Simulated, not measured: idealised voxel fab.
The following is a process module called voxel ribs on slabs.
Displayed cross-section: cut, width of 250 nm, square cells sized 5 nm.
Just so we're on the same page, the cross-sections are grids of square cells, and they're listed out in bands top to bottom, each band one or more rows deep. Heights first: top, then bottom, in nm. Then materials, left to right, each with a width in nm. "full width" on a single material: fills the band edge to edge. "air": empty space. Height reference: 0 = level under which incoming wafer is all one material. Lowest band: no bottom, runs on downward, e.g. "z 0 and below". The expression "30->40" gives the width at the extremes of the band, the first number at its top row of cells and the second at its bottom row, with the width changing by equal amounts from each row to the next in between. "identical to before" -> step changed no cross-section cell. Any empty space of 8 cells or more lacking an open way to the top shows up in "Sealed void inventory" as width x height at distance, distance from the left edge, in nm. What comes after the settings on a step's line is commentary from the simulator itself on that step. Steps that use a mask can have "overlay nm" on their line. It says how far the mask sat to the right of where it was meant to be. Negative means to the left.

## List of planned process steps
1,RECEIVE,material Si
2,DIRECTIONAL_DEP,material SiO2,thk nm 20
3,DIRECTIONAL_DEP,material polySi,thk nm 15
4,DIRECTIONAL_DEP,material aC,thk nm 15
5,PATTERN,tone cover,mask id RIB,material resist,width nm 25,thk nm 35,overlay nm 0
6,DIRECTIONAL_ETCH,etch materials aC,depth nm 15
7,STRIP,etch materials resist
8,DIRECTIONAL_ETCH,etch materials polySi,depth nm 10
9,STRIP,etch materials aC
10,PATTERN,tone cover,mask id SLAB,material resist,width nm 75,thk nm 20,overlay nm 0
11,DIRECTIONAL_ETCH,etch materials polySi,depth nm 5
12,STRIP,etch materials resist
13,FILL_DEP,material SiO2,thk nm 15
14,CMP,height nm 45
15,DIRECTIONAL_DEP,material W,thk nm 10
16,MASKED_ETCH,tone cover,mask id HEATER,width nm 35,etch materials W,depth nm 10,overlay nm 0
17,CONFORMAL_DEP,material SiN,thk nm 5

## The first of the two wafers, which ran as planned

## Shown in cross-section is the wafer as received, that is, as it stands after step 1
  z 0 and below: Si full width
  Sealed void inventory: none

## So this is the wafer cross-section right after step 2
  z 20 to 0: SiO2 full width
  All layers under 0 are left as they were.

## So this is the wafer cross-section right after step 3
  z 35 to 20: polySi full width
  All layers under 20 are left as they were.

## So this is the wafer cross-section right after step 4
  z 50 to 35: aC full width
  All layers under 35 are left as they were.

## So this is the wafer cross-section right after step 5
  z 85 to 50: 110 nm air; 25 nm resist; 115 nm air
  All layers under 50 are left as they were.

## So this is the wafer cross-section right after step 6
  z 70 to 50: 110 nm air; 25 nm resist; 115 nm air
  z 50 to 35: 110 nm air; 25 nm aC; 115 nm air
  All layers under 35 are left as they were.

## So this is the wafer cross-section right after step 7
  z 50 to 35: 110 nm air; 25 nm aC; 115 nm air
  All layers under 35 are left as they were.

## So this is the wafer cross-section right after step 8
  z 50 to 35: 110 nm air; 25 nm aC; 115 nm air
  z 35 to 25: 110 nm air; 25 nm polySi; 115 nm air
  All layers under 25 are left as they were.

## So this is the wafer cross-section right after step 9
  z 35 to 25: 110 nm air; 25 nm polySi; 115 nm air
  All layers under 25 are left as they were.

## So this is the wafer cross-section right after step 10
  z 55 to 35: 85 nm air; 75 nm resist; 90 nm air
  z 35 to 25: 85 nm air; 25 nm resist; 25 nm polySi; 25 nm resist; 90 nm air
  All layers under 25 are left as they were.

## So this is the wafer cross-section right after step 11
  z 55 to 35: 85 nm air; 75 nm resist; 90 nm air
  z 35 to 25: 85 nm air; 25 nm resist; 25 nm polySi; 25 nm resist; 90 nm air
  z 25 to 20: 85 nm air; 75 nm polySi; 90 nm air
  All layers under 20 are left as they were.

## So this is the wafer cross-section right after step 12
  z 35 to 25: 110 nm air; 25 nm polySi; 115 nm air
  All layers under 25 are left as they were.

## So this is the wafer cross-section right after step 13
  z 50 to 35: SiO2 full width
  z 35 to 25: 110 nm SiO2; 25 nm polySi; 115 nm SiO2
  z 25 to 20: 85 nm SiO2; 75 nm polySi; 90 nm SiO2
  All layers under 20 are left as they were.

## So this is the wafer cross-section right after step 14
  z 45 to 35: SiO2 full width
  All layers under 35 are left as they were.

## So this is the wafer cross-section right after step 15
  z 55 to 45: W full width
  All layers under 45 are left as they were.

## So this is the wafer cross-section right after step 16
  z 55 to 45: 105 nm air; 35 nm W; 110 nm air
  All layers under 45 are left as they were.

## So this is the wafer cross-section right after step 17
  z 60 to 55: 100 nm air; 45 nm SiN; 105 nm air
  z 55 to 50: 100 nm air; 5 nm SiN; 35 nm W; 5 nm SiN; 105 nm air
  z 50 to 45: 105 nm SiN; 35 nm W; 110 nm SiN
  All layers under 45 are left as they were.

## Second of two: same start, same plan, one run error; steps up to and including 13 match the first

## X-section, second wafer, when step 14 was due to finish
  z 35 to 25: 110 nm SiO2; 25 nm polySi; 115 nm SiO2
  All layers under 25 are left as they were.

## X-section, second wafer, when step 15 was due to finish
  z 45 to 35: W full width
  All layers under 35 are left as they were.

## X-section, second wafer, when step 16 was due to finish
  z 45 to 35: 105 nm air; 35 nm W; 110 nm air
  All layers under 35 are left as they were.

## X-section, second wafer, when step 17 was due to finish
  z 50 to 45: 100 nm air; 45 nm SiN; 105 nm air
  z 45 to 40: 100 nm air; 5 nm SiN; 35 nm W; 5 nm SiN; 105 nm air
  z 40 to 35: 105 nm SiN; 35 nm W; 110 nm SiN
  All layers under 35 are left as they were.
What was the processing mistake? step 14 ran differently from the plan; actual operation with settings: CMP,height nm 35
Looking at both finished wafers in cells, the second ends up ahead of or behind the first on some materials: -100 SiO2
